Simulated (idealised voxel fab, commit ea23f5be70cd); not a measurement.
Presented below is a process module, voxel local oxidation.
300 nm wide, 5 nm square cells: that's cross-section cut.
Cross-section = grid of square cells, listed top down in bands; band = one or more rows.
Look at the band entry: it leads with the top's height and the bottom's height in nm. Then it lists the materials left to right, with a width in nm for each. The word "full width" on a single material says that material fills the band edge to edge. The word "blank" is empty space.
Heights are expressed relative to 0, this being the level below which the as-received wafer comprises one material exclusively. The lowest band is unbounded in the downward direction and is denoted as in "0 and below".
With a width like "30..40", each row of cells in the band differs from the next by the same amount, the top row carrying the first number and the bottom row the second.
Step marked "no alterations made"? Then no cell in the cross-section changed in it.
Each empty space that has no open way to the top and spans at least 8 cells appears under "closed voids" as width x height at distance, the distance counted from the left edge, all in nm.
Where a step's line continues beyond its settings, the continuation is a remark by the simulator itself on that step.
overlay nm: mask right of planned place by this much (step with mask). Neg. = left.
From here on the document is pairs. In a pair, the cross-section before one process step comes with the cross-section after it, and the latter goes no deeper than the lowest band that changed. What lies in between, the step and its settings, is written under the pair. A pair may be from a different run of this module on the same starting wafer than the pair above it, so it continues from that pair only where its entry headed "State on entry" says so.
State on entry:
	0 and below = Si full width
	closed voids: none
Resulting Structure:
	5 down to 0 = SiO2 full width
	Under 0: no change, same as before.
	closed voids: none
Looking at the two cross-sections above, the step in the middle is CONFORMAL_DEP (material SiO2; thk nm 5)
State on entry: look at the pair above, its after cross-section is where this step starts.
Resulting Structure:
	20 down to 5 = SiN full width
	Under 5: no change, same as before.
	closed voids: none
Looking at the two cross-sections above, the step in the middle is CONFORMAL_DEP (material SiN; thk nm 15)
State on entry: look at the pair above, its after cross-section is where this step starts.
Resulting Structure:
	35 down to 20 = blank: 100 | resist: 100 | blank: 100
	Under 20: no change, same as before.
	closed voids: none
Looking at the two cross-sections above, the step in the middle is PATTERN (tone cover; mask id ACTIVE; material resist; width nm 100; thk nm 15; overlay nm 0)
State on entry: look at the pair above, its after cross-section is where this step starts.
Resulting Structure:
	35 down to 20 = blank: 100 | resist: 100 | blank: 100
	20 down to 5 = blank: 100 | SiN: 100 | blank: 100
	Under 5: no change, same as before.
	closed voids: none
Looking at the two cross-sections above, the step in the middle is DIRECTIONAL_ETCH (etch materials SiN; depth nm 15)
State on entry: look at the pair above, its after cross-section is where this step starts.
Resulting Structure:
	20 down to 5 = blank: 100 | SiN: 100 | blank: 100
	Under 5: no change, same as before.
	closed voids: none
Looking at the two cross-sections above, the step in the middle is STRIP (etch materials resist)
State on entry: look at the pair above, its after cross-section is where this step starts.
Resulting Structure:
	20 down to 5 = blank: 100 | SiN: 100 | blank: 100
	5 down to 0 = blank: 105 | SiO2: 90 | blank: 105
	Under 0: no change, same as before.
	closed voids: none
Looking at the two cross-sections above, the step in the middle is SELECTIVE_ETCH (etch materials SiO2; depth nm 5)
State on entry: look at the pair above, its after cross-section is where this step starts.
Resulting Structure:
	20 down to 5 = blank: 100 | SiN: 100 | blank: 100
	5 down to 0 = blank: 105 | SiO2: 90 | blank: 105
	0 down to -10 = SiO2: 115 | Si: 70 | SiO2: 115
	Under -10: no change, same as before.
	closed voids: none
Looking at the two cross-sections above, the step in the middle is OXIDIZE (depth nm 10)
State on entry: look at the pair above, its after cross-section is where this step starts.
Resulting Structure:
	5 down to 0 = blank: 105 | SiO2: 90 | blank: 105
	Under 0: no change, same as before.
	closed voids: none
Looking at the two cross-sections above, the step in the middle is STRIP (etch materials SiN)
State on entry:
	20 down to 5 = blank: 100 | SiN: 100 | blank: 100
	5 down to 0 = blank: 105 | SiO2: 90 | blank: 105
	0 and below = Si full width
	closed voids: none
Resulting Structure:
	5 down to 0 = blank: 105 | SiO2: 90 | blank: 105
	Under 0: no change, same as before.
	closed voids: none
Looking at the two cross-sections above, the step in the middle is STRIP (etch materials SiN)
State on entry: look at the pair above, its after cross-section is where this step starts.
Resulting Structure:
	5 down to 0 = blank: 105 | SiO2: 90 | blank: 105
	0 down to -10 = SiO2: 115 | Si: 70 | SiO2: 115
	Under -10: no change, same as before.
	closed voids: none
Looking at the two cross-sections above, the step in the middle is OXIDIZE (depth nm 10)
State on entry:
	20 down to 5 = blank: 100 | SiN: 100 | blank: 100
	5 down to 0 = blank: 105 | SiO2: 90 | blank: 105
	0 and below = Si full width
	closed voids: none
Resulting Structure:
	20 down to 5 = blank: 100 | SiN: 100 | blank: 100
	5 down to 0 = blank: 105 | SiO2: 90 | blank: 105
	0 down to -20 = SiO2: 125 | Si: 50 | SiO2: 125
	Under -20: no change, same as before.
	closed voids: none
Looking at the two cross-sections above, the step in the middle is OXIDIZE (depth nm 20)
State on entry: look at the pair above, its after cross-section is where this step starts.
Resulting Structure:
	5 down to 0 = blank: 105 | SiO2: 90 | blank: 105
	Under 0: no change, same as before.
	closed voids: none
Looking at the two cross-sections above, the step in the middle is STRIP (etch materials SiN)
State on entry:
	20 down to 5 = SiN full width
	5 down to 0 = SiO2 full width
	0 and below = Si full width
	closed voids: none
Resulting Structure:
	35 down to 20 = blank: 95 | resist: 110 | blank: 95
	Under 20: no change, same as before.
	closed voids: none
Looking at the two cross-sections above, the step in the middle is PATTERN (tone cover; mask id ACTIVE; material resist; width nm 110; thk nm 15; overlay nm 0)
State on entry: look at the pair above, its after cross-section is where this step starts.
Resulting Structure:
	35 down to 20 = blank: 95 | resist: 110 | blank: 95
	20 down to 5 = blank: 95 | SiN: 110 | blank: 95
	Under 5: no change, same as before.
	closed voids: none
Looking at the two cross-sections above, the step in the middle is DIRECTIONAL_ETCH (etch materials SiN; depth nm 15)
State on entry: look at the pair above, its after cross-section is where this step starts.
Resulting Structure:
	20 down to 5 = blank: 95 | SiN: 110 | blank: 95
	Under 5: no change, same as before.
	closed voids: none
Looking at the two cross-sections above, the step in the middle is STRIP (etch materials resist)
State on entry: look at the pair above, its after cross-section is where this step starts.
Resulting Structure:
	20 down to 5 = blank: 95 | SiN: 110 | blank: 95
	5 down to 0 = blank: 100 | SiO2: 100 | blank: 100
	Under 0: no change, same as before.
	closed voids: none
Looking at the two cross-sections above, the step in the middle is SELECTIVE_ETCH (etch materials SiO2; depth nm 5)
State on entry: look at the pair above, its after cross-section is where this step starts.
Resulting Structure:
	20 down to 5 = blank: 95 | SiN: 110 | blank: 95
	5 down to 0 = blank: 100 | SiO2: 100 | blank: 100
	0 down to -10 = SiO2: 110 | Si: 80 | SiO2: 110
	Under -10: no change, same as before.
	closed voids: none
Looking at the two cross-sections above, the step in the middle is OXIDIZE (depth nm 10)
State on entry: look at the pair above, its after cross-section is where this step starts.
Resulting Structure:
	5 down to 0 = blank: 100 | SiO2: 100 | blank: 100
	Under 0: no change, same as before.
	closed voids: none
Looking at the two cross-sections above, the step in the middle is STRIP (etch materials SiN)
State on entry:
	20 down to 5 = SiN full width
	5 down to 0 = SiO2 full width
	0 and below = Si full width
	closed voids: none
Resulting Structure:
	35 down to 20 = blank: 90 | resist: 100 | blank: 110
	Under 20: no change, same as before.
	closed voids: none
Looking at the two cross-sections above, the step in the middle is PATTERN (tone cover; mask id ACTIVE; material resist; width nm 100; thk nm 15; overlay nm -10)
State on entry: look at the pair above, its after cross-section is where this step starts.
Resulting Structure:
	35 down to 20 = blank: 90 | resist: 100 | blank: 110
	20 down to 5 = blank: 90 | SiN: 100 | blank: 110
	Under 5: no change, same as before.
	closed voids: none
Looking at the two cross-sections above, the step in the middle is DIRECTIONAL_ETCH (etch materials SiN; depth nm 15)
State on entry: look at the pair above, its after cross-section is where this step starts.
Resulting Structure:
	20 down to 5 = blank: 90 | SiN: 100 | blank: 110
	Under 5: no change, same as before.
	closed voids: none
Looking at the two cross-sections above, the step in the middle is STRIP (etch materials resist)
State on entry: look at the pair above, its after cross-section is where this step starts.
Resulting Structure:
	20 down to 5 = blank: 90 | SiN: 100 | blank: 110
	5 down to 0 = blank: 95 | SiO2: 90 | blank: 115
	Under 0: no change, same as before.
	closed voids: none
Looking at the two cross-sections above, the step in the middle is SELECTIVE_ETCH (etch materials SiO2; depth nm 5)
State on entry: look at the pair above, its after cross-section is where this step starts.
Resulting Structure:
	20 down to 5 = blank: 90 | SiN: 100 | blank: 110
	5 down to 0 = blank: 95 | SiO2: 90 | blank: 115
	0 down to -10 = SiO2: 105 | Si: 70 | SiO2: 125
	Under -10: no change, same as before.
	closed voids: none
Looking at the two cross-sections above, the step in the middle is OXIDIZE (depth nm 10)
State on entry: look at the pair above, its after cross-section is where this step starts.
Resulting Structure:
	5 down to 0 = blank: 95 | SiO2: 90 | blank: 115
	Under 0: no change, same as before.
	closed voids: none
Looking at the two cross-sections above, the step in the middle is STRIP (etch materials SiN)
State on entry:
	5 down to 0 = SiO2 full width
	0 and below = Si full width
	closed voids: none
Resulting Structure:
	20 down to 0 = SiO2 full width
	Under 0: no change, same as before.
	closed voids: none
Looking at the two cross-sections above, the step in the middle is CONFORMAL_DEP (material SiO2; thk nm 15)
State on entry: look at the pair above, its after cross-section is where this step starts.
Resulting Structure:
	35 down to 20 = blank: 100 | resist: 100 | blank: 100
	Under 20: no change, same as before.
	closed voids: none
Looking at the two cross-sections above, the step in the middle is PATTERN (tone cover; mask id ACTIVE; material resist; width nm 100; thk nm 15; overlay nm 0)
State on entry: look at the pair above, its after cross-section is where this step starts.
Resulting Structure:
	20 down to 0 = SiO2 full width
	Under 0: no change, same as before.
	closed voids: none
Looking at the two cross-sections above, the step in the middle is STRIP (etch materials resist)
State on entry: look at the pair above, its after cross-section is where this step starts.
Resulting Structure:
	15 down to 0 = SiO2 full width
	Under 0: no change, same as before.
	closed voids: none
Looking at the two cross-sections above, the step in the middle is SELECTIVE_ETCH (etch materials SiO2; depth nm 5)
State on entry:
	20 down to 5 = SiN full width
	5 down to 0 = SiO2 full width
	0 and below = Si full width
	closed voids: none
Resulting Structure:
	35 down to 20 = resist: 100 | blank: 100 | resist: 100
	Under 20: no change, same as before.
	closed voids: none
Looking at the two cross-sections above, the step in the middle is PATTERN (tone open; mask id ACTIVE; material resist; width nm 100; thk nm 15; overlay nm 0)
State on entry: look at the pair above, its after cross-section is where this step starts.
Resulting Structure:
	35 down to 20 = resist: 100 | blank: 100 | resist: 100
	20 down to 5 = SiN: 100 | blank: 100 | SiN: 100
	Under 5: no change, same as before.
	closed voids: none
Looking at the two cross-sections above, the step in the middle is DIRECTIONAL_ETCH (etch materials SiN; depth nm 15)
State on entry: look at the pair above, its after cross-section is where this step starts.
Resulting Structure:
	20 down to 5 = SiN: 100 | blank: 100 | SiN: 100
	Under 5: no change, same as before.
	closed voids: none
Looking at the two cross-sections above, the step in the middle is STRIP (etch materials resist)
State on entry: look at the pair above, its after cross-section is where this step starts.
Resulting Structure:
	20 down to 5 = SiN: 100 | blank: 100 | SiN: 100
	5 down to 0 = SiO2: 95 | blank: 110 | SiO2: 95
	Under 0: no change, same as before.
	closed voids: none
Looking at the two cross-sections above, the step in the middle is SELECTIVE_ETCH (etch materials SiO2; depth nm 5)
State on entry: look at the pair above, its after cross-section is where this step starts.
Resulting Structure:
	20 down to 5 = SiN: 100 | blank: 100 | SiN: 100
	5 down to 0 = SiO2: 95 | blank: 110 | SiO2: 95
	0 down to -10 = Si: 85 | SiO2: 130 | Si: 85
	Under -10: no change, same as before.
	closed voids: none
Looking at the two cross-sections above, the step in the middle is OXIDIZE (depth nm 10)
State on entry: look at the pair above, its after cross-section is where this step starts.
Resulting Structure:
	5 down to 0 = SiO2: 95 | blank: 110 | SiO2: 95
	Under 0: no change, same as before.
	closed voids: none
Looking at the two cross-sections above, the step in the middle is STRIP (etch materials SiN)
